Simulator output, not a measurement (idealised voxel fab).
You're looking at the process module voxel transistor to metal.
For reference, the cross-section in this document is cut, with width 155 nm and square cells of 5 nm.
If you're reading a cross-section in this doc, picture square cells in a grid; it comes to you as bands, top ones listed first down to the bottom, and a band can be one or more rows of cells. Quick guide to a band line: top height, bottom height (nm) up front; then every material left to right with its width in nm. Only one material and it's marked "throughout"? Then it fills the band edge to edge. And "air" just means empty space. Heights from 0 (as-received wafer is one material below). Bottom band endless downward, as "0 and below". Note: "30 to 40" means the width goes from the first number (top row of the band) to the second number (bottom row) in equal steps per row of cells. The designation "left unchanged", where it is given for a processing step, indicates that no cell of the cross-section was altered in the course of that step. The entry titled "Fully sealed voids" provides the empty spaces that have no open way to the top, restricted to those of 8 cells or more. Each is presented as width x height at distance, the distance being measured from the left edge, with all three in nm. On a step's line, text after the settings is the simulator commenting on that step. Steps that use a mask can have "overlay nm" on their line. It says how far the mask sat to the right of where it was meant to be. Negative means to the left.
Process steps foreseen in the plan
| 1 | RECEIVE | material Si |
| 2 | CONFORMAL_DEP | material SiO2 | thk nm 5 |
| 3 | CONFORMAL_DEP | material SiN | thk nm 10 |
| 4 | PATTERN | tone cover | mask id ACTIVE | material resist | width nm 100 | thk nm 20 | overlay nm 0 |
| 5 | DIRECTIONAL_ETCH | etch materials SiN | depth nm 10 |
| 6 | DIRECTIONAL_ETCH | etch materials SiO2 | depth nm 5 |
| 7 | DIRECTIONAL_ETCH | etch materials Si | depth nm 25 |
| 8 | STRIP | etch materials resist |
| 9 | OXIDIZE | depth nm 5 |
| 10 | FILL_DEP | material SiO2 | thk nm 5 |
| 11 | CMP | height nm 15 |
| 12 | SELECTIVE_ETCH | etch materials SiO2 | depth nm 5 |
| 13 | STRIP | etch materials SiN |
| 14 | SELECTIVE_ETCH | etch materials SiO2 | depth nm 5 |
| 15 | OXIDIZE | depth nm 5 |
| 16 | DIRECTIONAL_DEP | material polySi | thk nm 30 |
| 17 | DIRECTIONAL_DEP | material SiCN | thk nm 15 |
| 18 | MASKED_ETCH | tone cover | mask id GATE | width nm 15 | etch materials SiCN | depth nm 25 | overlay nm 0 |
| 19 | MASKED_ETCH | tone cover | mask id GATE | width nm 20 | etch materials polySi | depth nm 40 | overlay nm 0 |
| 20 | CONFORMAL_DEP | material SiN | thk nm 10 |
| 21 | DIRECTIONAL_ETCH | etch materials SiN | depth nm 10 |
| 22 | DIRECTIONAL_ETCH | etch materials SiO2 | depth nm 5 |
| 23 | EPI | material SiGe | thk nm 5 |
| 24 | FILL_DEP | material SiO2 | thk nm 10 |
| 25 | CMP | height nm 45 |
| 26 | DIRECTIONAL_DEP | material SiO2 | thk nm 10 |
| 27 | PATTERN | tone open | mask id CONTACT | material resist | width nm 15 | pitch nm 65 | thk nm 20 | overlay nm 0 |
| 28 | DIRECTIONAL_ETCH | etch materials SiO2 | depth nm 55 |
| 29 | STRIP | etch materials resist |
| 30 | CONFORMAL_DEP | material TiN | thk nm 5 |
| 31 | FILL_DEP | material W | thk nm 5 |
| 32 | CMP | height nm 55 |
| 33 | DIRECTIONAL_DEP | material TiN | thk nm 5 |
| 34 | DIRECTIONAL_DEP | material Ru | thk nm 20 |
| 35 | PATTERN | tone cover | mask id METAL_1 | material resist | width nm 15 | pitch nm 65 | thk nm 20 | overlay nm 0 |
| 36 | DIRECTIONAL_ETCH | etch materials Ru | depth nm 20 |
| 37 | DIRECTIONAL_ETCH | etch materials TiN | depth nm 5 |
| 38 | STRIP | etch materials resist |
| 39 | FILL_DEP | material SiO2 | thk nm 10 |
| 40 | CMP | height nm 80 |
| 41 | CONFORMAL_DEP | material SiCN | thk nm 5 |
| 42 | DIRECTIONAL_DEP | material lowk | thk nm 25 |
| 43 | DIRECTIONAL_DEP | material aC | thk nm 10 |
| 44 | PATTERN | tone open | mask id METAL_2 | material resist | width nm 15 | pitch nm 65 | thk nm 30 | overlay nm 0 |
| 45 | DIRECTIONAL_ETCH | etch materials aC | depth nm 10 |
| 46 | STRIP | etch materials resist |
| 47 | DIRECTIONAL_ETCH | etch materials lowk | depth nm 15 |
| 48 | STRIP | etch materials aC |
| 49 | MASKED_ETCH | tone open | mask id METAL_2_HOLES | width nm 15 | pitch nm 65 | etch materials lowk | depth nm 10 | overlay nm 0 |
| 50 | MASKED_ETCH | tone open | mask id METAL_2_HOLES | width nm 15 | pitch nm 65 | etch materials SiCN | depth nm 5 | overlay nm 0 |
| 51 | CONFORMAL_DEP | material TiN | thk nm 5 |
| 52 | FILL_DEP | material Cu | thk nm 10 |
| 53 | CMP | height nm 110 |
| 54 | CONFORMAL_DEP | material SiN | thk nm 5 |
Wafers differ in width nm at step 18; plan lists the first wafer's value; identical starting state.
Step 1 complete: as-received cross-section of the first of several wafers
* 0 and below | Si throughout
* Fully sealed voids: none
Module finished, last step 54 done: cross-section of the first of several wafers
* 115 down to 110 | SiN throughout
* 110 down to 85 | lowk=35  TiN=5  Cu=5  TiN=5  lowk=50  TiN=5  Cu=5  TiN=5  lowk=40
* 85 down to 80 | SiCN=35  TiN=15  SiCN=50  TiN=15  SiCN=40
* 80 down to 60 | SiO2=35  Ru=15  SiO2=50  Ru=15  SiO2=40
* 60 down to 55 | SiO2=35  TiN=15  SiO2=50  TiN=15  SiO2=40
* 55 down to 45 | SiO2=35  TiN=5  W=5  TiN=5  SiO2=50  TiN=5  W=5  TiN=5  SiO2=40
* 45 down to 30 | SiO2=35  TiN=5  W=5  TiN=5  SiO2=10  SiN=10  SiCN=15  SiN=10  SiO2=5  TiN=5  W=5  TiN=5  SiO2=40
* 30 down to 5 | SiO2=35  TiN=5  W=5  TiN=5  SiO2=5  SiN=10  polySi=20  SiN=10  SiO2=5  TiN=5  W=5  TiN=5  SiO2=40
* 5 down to 0 | SiO2=20  SiN=10  SiO2=5  TiN=15  SiO2=5  SiN=10  polySi=20  SiN=10  SiO2=5  TiN=15  SiO2=5  SiN=10  SiO2=25
* 0 down to -5 | SiO2=30  SiGe=25  SiO2=40  SiGe=25  SiO2=35
* -5 down to -30 | SiO2=30  Si=90  SiO2=35
* -30 and below | Si throughout
* Fully sealed voids: none
Last wafer, end of module, cross-section
* 115 down to 110 | SiN throughout
* 110 down to 85 | lowk=35  TiN=5  Cu=5  TiN=5  lowk=50  TiN=5  Cu=5  TiN=5  lowk=40
* 85 down to 80 | SiCN=35  TiN=15  SiCN=50  TiN=15  SiCN=40
* 80 down to 60 | SiO2=35  Ru=15  SiO2=50  Ru=15  SiO2=40
* 60 down to 55 | SiO2=35  TiN=15  SiO2=50  TiN=15  SiO2=40
* 55 down to 50 | SiO2=35  TiN=5  W=5  TiN=5  SiO2=50  TiN=5  W=5  TiN=5  SiO2=40
* 50 down to 45 | SiO2=35  TiN=5  W=5  TiN=5  SiO2=50  TiN=15  SiO2=40
* 45 down to 30 | SiO2=35  TiN=5  W=5  TiN=5  SiN=10  SiCN=35  SiN=10  TiN=10  SiO2=40
* 30 down to 5 | SiO2=35  TiN=5  W=5  TiN=5  SiN=10  polySi=35  SiN=10  TiN=10  SiO2=40
* 5 down to 0 | SiO2=20  SiN=10  SiO2=5  TiN=15  SiN=10  polySi=35  SiN=10  TiN=10  SiO2=5  SiN=10  SiO2=25
* 0 down to -5 | SiO2=30  SiGe=20  SiO2=55  SiGe=15  SiO2=35
* -5 down to -30 | SiO2=30  Si=90  SiO2=35
* -30 and below | Si throughout
* Fully sealed voids: none
Per wafer, end of module: cells gained (+) or lost (-) per material since receipt, then closed voids
width nm 15 | +10 Cu | +24 Ru | -96 Si | +34 SiCN | +10 SiGe | +71 SiN | +413 SiO2 | +78 TiN | +20 W | +125 lowk | +24 polySi | Fully sealed voids: none
width nm 20 | +10 Cu | +24 Ru | -96 Si | +37 SiCN | +10 SiGe | +71 SiN | +410 SiO2 | +78 TiN | +20 W | +125 lowk | +24 polySi | Fully sealed voids: none
width nm 25 | +10 Cu | +24 Ru | -96 Si | +40 SiCN | +9 SiGe | +71 SiN | +402 SiO2 | +78 TiN | +20 W | +125 lowk | +30 polySi | Fully sealed voids: none
width nm 30 | +10 Cu | +24 Ru | -96 Si | +43 SiCN | +8 SiGe | +71 SiN | +394 SiO2 | +78 TiN | +20 W | +125 lowk | +36 polySi | Fully sealed voids: none
width nm 35 | +10 Cu | +24 Ru | -96 Si | +46 SiCN | +7 SiGe | +71 SiN | +395 SiO2 | +78 TiN | +11 W | +125 lowk | +42 polySi | Fully sealed voids: none
